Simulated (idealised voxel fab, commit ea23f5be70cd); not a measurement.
Module name: voxel lift off (process module)
FYI the section here is cut, 295 nm wide, cells are 5 nm squares.
Notation: cross-section as square-cell grid; stated in bands, top first, going down; one or more cell rows per band.
Per band: top height and bottom height in nm, followed by the left-to-right materials and their widths in nm; "everywhere" marks a single material spanning edge to edge, "blank" marks empty space.
The reference from which all heights are counted is 0, the level beneath which the as-received wafer is entirely one material; the lowest band, having no lower bound, proceeds downward and is written after the example "from 0 down".
Per-row width for "30..40": begins at first number (top row of band), ends at second number (bottom row), increment between rows held constant.
"all unchanged" after a step means that no cell of the cross-section changed.
Listed in "Internal closed voids": every empty space of 8 or more cells without an open way to the top. Form: width x height at distance, the distance being from the left edge, all in nm.
Note: text after step settings on the step line = simulator remark on that step.
When a step includes a mask, the "overlay nm" setting on its line states how far to the right of its planned place that mask lay, and negative values state how far to the left.
Set out below are the planned steps of the process:
| 1 | RECEIVE, material Si |
| 2 | CONFORMAL_DEP, material SiN, thk nm 10 |
| 3 | PATTERN, tone open, mask id LINES, material resist, width nm 25, pitch nm 50, thk nm 30, overlay nm 0 |
| 4 | DIRECTIONAL_DEP, material Ru, thk nm 15 |
| 5 | STRIP, etch materials resist |
| 6 | CONFORMAL_DEP, material SiN, thk nm 5 |
Here's what the wafer looked like in cross-section when it arrived - that's after step 1:
> from 0 down: Si everywhere
> Internal closed voids: none
First wafer of two, sectioned at end of module; run went per plan:
> from 30 to 25: blank 80 nm; SiN 35 nm; blank 15 nm; SiN 35 nm; blank 15 nm; SiN 35 nm; blank 80 nm
> from 25 to 15: blank 80 nm; SiN 5 nm; Ru 25 nm; SiN 5 nm; blank 15 nm; SiN 5 nm; Ru 25 nm; SiN 5 nm; blank 15 nm; SiN 5 nm; Ru 25 nm; SiN 5 nm; blank 80 nm
> from 15 to 10: SiN 85 nm; Ru 25 nm; SiN 25 nm; Ru 25 nm; SiN 25 nm; Ru 25 nm; SiN 85 nm
> from 10 to 0: SiN everywhere
> from 0 down: Si everywhere
> Internal closed voids: none
This is the second of the two wafers, cross-sectioned at the end of the module; it started exactly like the first and was given the same plan, but it was run with one mistake:
> from 30 to 15: blank 80 nm; Ru 35 nm; blank 15 nm; Ru 35 nm; blank 15 nm; Ru 35 nm; blank 80 nm
> from 15 to 10: Ru everywhere
> from 10 to 0: SiN everywhere
> from 0 down: Si everywhere
> Internal closed voids: none
Heads up, the wafer didn't run the way we planned it: off-plan run, step 6, actual operation and settings CONFORMAL_DEP, material Ru, thk nm 5
Heads up, by the end the second wafer has more or fewer cells of some materials compared to the first: Ru +77; SiN -77
